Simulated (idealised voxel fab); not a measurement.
Herein follows the process module entitled voxel spacer lines.
Section shown: cut. Width: 220 nm. Cell size: 5 nm, square.
A cross-section is a grid of square cells, given in bands from the top down. A band is one or more rows of cells.
Heights first: top, then bottom, in nm. Then materials, left to right, each with a width in nm. "all across" on a single material: fills the band edge to edge. "blank": empty space.
Note: height 0 marks the level under which the wafer is uniformly one material as received. Lowest band unbounded below, written "z 0 and below".
Top row gets the first number, bottom row gets the second, and each row in between changes by the same step: that is how a band width like "30->40" works.
Any step labelled "nothing got changed" changed none of the cells in the cross-section.
What "Enclosed void list" gives you is every empty space of 8 cells or more that is cut off from the top. Each appears as width x height at distance, with the distance taken from the left edge and width, height and distance all in nm.
That trailing text on a step's line, after the settings, is the simulator's own remark on the step.
overlay nm: for a step with a mask, the amount by which the mask lay right of where it was planned; a negative amount means left of it.

## This section lists the process steps that were planned
1: RECEIVE [material Si]
2: CONFORMAL_DEP [material Al2O3] [thk nm 5]
3: DIRECTIONAL_DEP [material TiN] [thk nm 20]
4: DIRECTIONAL_DEP [material aC] [thk nm 30]
5: PATTERN [tone cover] [mask id MANDREL] [material resist] [width nm 20] [pitch nm 70] [thk nm 40] [overlay nm 0]
6: DIRECTIONAL_ETCH [etch materials aC] [depth nm 30]
7: STRIP [etch materials resist]
8: CONFORMAL_DEP [material SiN] [thk nm 15]
9: DIRECTIONAL_ETCH [etch materials SiN] [depth nm 15]
10: STRIP [etch materials aC]
11: DIRECTIONAL_ETCH [etch materials TiN] [depth nm 20]
12: STRIP [etch materials SiN]

## Step 1 complete: cross-section of the wafer as received
> z 0 and below  Si all across
> Enclosed void list: none

## Final cross-section, module run with one mistake (start and plan as above)
> z 25 to 5  blank 30 nm | TiN 20 nm | blank 50 nm | TiN 20 nm | blank 50 nm | TiN 20 nm | blank 30 nm
> z 5 to 0  Al2O3 all across
> z 0 and below  Si all across
> Enclosed void list: none
In executing the process, a mistake was made relative to the plan: step 5 was run on a setting that differed from the plan, and what really ran there is PATTERN [tone open] [mask id MANDREL] [material resist] [width nm 20] [pitch nm 70] [thk nm 40] [overlay nm 0]
